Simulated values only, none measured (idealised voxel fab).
process module | voxel wiring stack
In the cross-section labelled cut, the width is 255 nm and each square cell is 5 nm.
Square cells in a grid make up a cross-section in this document, and the grid is given as bands, listed from the top down, each one or more rows of cells.
A band entry consists of two parts. The first gives the height of the band's top and the height of its bottom, in nm. The rest lists the band's materials from left to right, each with its width in nm. A single material labelled with the word "full width" fills the band from edge to edge, and the word "empty" marks empty space.
The level at which height equals 0 is the one under which the wafer, as it arrives, is entirely one material. No lower edge exists for the bottom band, which continues downward and is notated as in "top 0, no bottom".
A width such as "30 to 40" changes by the same amount from each row of cells to the next, from the band's top row to its bottom row.
When a step is marked "changes: none", none of the cells in the cross-section changed during that step.
Listed in "Enclosed void inventory": every empty space of 8 or more cells without an open way to the top. Form: width x height at distance, the distance being from the left edge, all in nm.
On each step's line, the part that comes after the settings is the simulator's own comment on the step.
Steps that use a mask can have "overlay nm" on their line. It says how far the mask sat to the right of where it was meant to be. Negative means to the left.

### The process steps that were planned are listed below
- 1: RECEIVE,material Si
- 2: CONFORMAL_DEP,material SiO2,thk nm 15
- 3: CONFORMAL_DEP,material SiN,thk nm 5
- 4: DIRECTIONAL_DEP,material lowk,thk nm 25
- 5: MASKED_ETCH,tone open,mask id METAL_1,width nm 30,pitch nm 50,etch materials lowk,depth nm 25,overlay nm 0
- 6: MASKED_ETCH,tone open,mask id METAL_1,width nm 30,pitch nm 50,etch materials SiN,depth nm 5,overlay nm 0
- 7: CONFORMAL_DEP,material TiN,thk nm 5
- 8: FILL_DEP,material Cu,thk nm 10
- 9: CMP,height nm 45
- 10: CONFORMAL_DEP,material SiCN,thk nm 5
- 11: DIRECTIONAL_DEP,material SiO2,thk nm 25
- 12: MASKED_ETCH,tone open,mask id METAL_2_HOLES,width nm 15,pitch nm 50,etch materials SiO2,depth nm 25,overlay nm 0
- 13: MASKED_ETCH,tone open,mask id METAL_2,width nm 30,pitch nm 50,etch materials SiO2,depth nm 15,overlay nm 0
- 14: MASKED_ETCH,tone open,mask id METAL_2,width nm 30,pitch nm 50,etch materials SiCN,depth nm 5,overlay nm 0
- 15: CONFORMAL_DEP,material TiN,thk nm 5
- 16: FILL_DEP,material Cu,thk nm 10
- 17: CMP,height nm 75
- 18: CONFORMAL_DEP,material SiCN,thk nm 5
- 19: DIRECTIONAL_DEP,material lowk,thk nm 30
- 20: MASKED_ETCH,tone open,mask id METAL_3,width nm 30,pitch nm 50,etch materials lowk,depth nm 15,overlay nm 0
- 21: MASKED_ETCH,tone open,mask id METAL_3_HOLES,width nm 15,pitch nm 50,etch materials lowk,depth nm 15,overlay nm 0
- 22: MASKED_ETCH,tone open,mask id METAL_3_HOLES,width nm 15,pitch nm 50,etch materials SiCN,depth nm 5,overlay nm 0
- 23: CONFORMAL_DEP,material TiN,thk nm 5
- 24: FILL_DEP,material Cu,thk nm 5
- 25: CMP,height nm 110
- 26: CONFORMAL_DEP,material SiN,thk nm 5

### Wafer at receipt (post step 1), cross-section
	top 0, no bottom: Si full width
	Enclosed void inventory: none

### The following cross-section depicts the wafer upon conclusion of the module. Processing commenced from the starting condition illustrated above and adhered to the plan illustrated above, save for one mistake in execution
	top 115, bottom 110: SiN full width
	top 110, bottom 100: lowk=35, then TiN=5, then Cu=20, then TiN=5, then lowk=20, then TiN=5, then Cu=20, then TiN=5, then lowk=20, then TiN=5, then Cu=20, then TiN=5, then lowk=20, then TiN=5, then Cu=20, then TiN=5, then lowk=40
	top 100, bottom 95: lowk=35, then TiN=5, then Cu=5, then TiN=20, then lowk=20, then TiN=5, then Cu=5, then TiN=20, then lowk=20, then TiN=5, then Cu=5, then TiN=20, then lowk=20, then TiN=5, then Cu=5, then TiN=20, then lowk=40
	top 95, bottom 80: lowk=35, then TiN=5, then Cu=5, then TiN=5, then lowk=35, then TiN=5, then Cu=5, then TiN=5, then lowk=35, then TiN=5, then Cu=5, then TiN=5, then lowk=35, then TiN=5, then Cu=5, then TiN=5, then lowk=55
	top 80, bottom 75: SiCN=35, then TiN=15, then SiCN=35, then TiN=15, then SiCN=35, then TiN=15, then SiCN=35, then TiN=15, then SiCN=55
	top 75, bottom 65: Cu full width
	top 65, bottom 60: Cu=30, then TiN=25, then Cu=25, then TiN=25, then Cu=25, then TiN=25, then Cu=25, then TiN=25, then Cu=50
	top 60, bottom 55: Cu=30, then TiN=5, then SiO2=15, then TiN=5, then Cu=25, then TiN=5, then SiO2=15, then TiN=5, then Cu=25, then TiN=5, then SiO2=15, then TiN=5, then Cu=25, then TiN=5, then SiO2=15, then TiN=5, then Cu=50
	top 55, bottom 50: TiN=35, then SiO2=15, then TiN=5, then Cu=5, then TiN=25, then SiO2=15, then TiN=5, then Cu=5, then TiN=25, then SiO2=15, then TiN=5, then Cu=5, then TiN=25, then SiO2=15, then TiN=5, then Cu=5, then TiN=45
	top 50, bottom 45: SiCN=50, then TiN=15, then SiCN=35, then TiN=15, then SiCN=35, then TiN=15, then SiCN=35, then TiN=15, then SiCN=40
	top 45, bottom 20: lowk=35, then TiN=5, then Cu=20, then TiN=5, then lowk=20, then TiN=5, then Cu=20, then TiN=5, then lowk=20, then TiN=5, then Cu=20, then TiN=5, then lowk=20, then TiN=5, then Cu=20, then TiN=5, then lowk=40
	top 20, bottom 15: SiN=35, then TiN=30, then SiN=20, then TiN=30, then SiN=20, then TiN=30, then SiN=20, then TiN=30, then SiN=40
	top 15, bottom 0: SiO2 full width
	top 0, no bottom: Si full width
	Enclosed void inventory: none
The plan and the run diverged here: step 12 deviated from plan and actually ran as MASKED_ETCH,tone cover,mask id METAL_2_HOLES,width nm 15,pitch nm 50,etch materials SiO2,depth nm 25,overlay nm 0
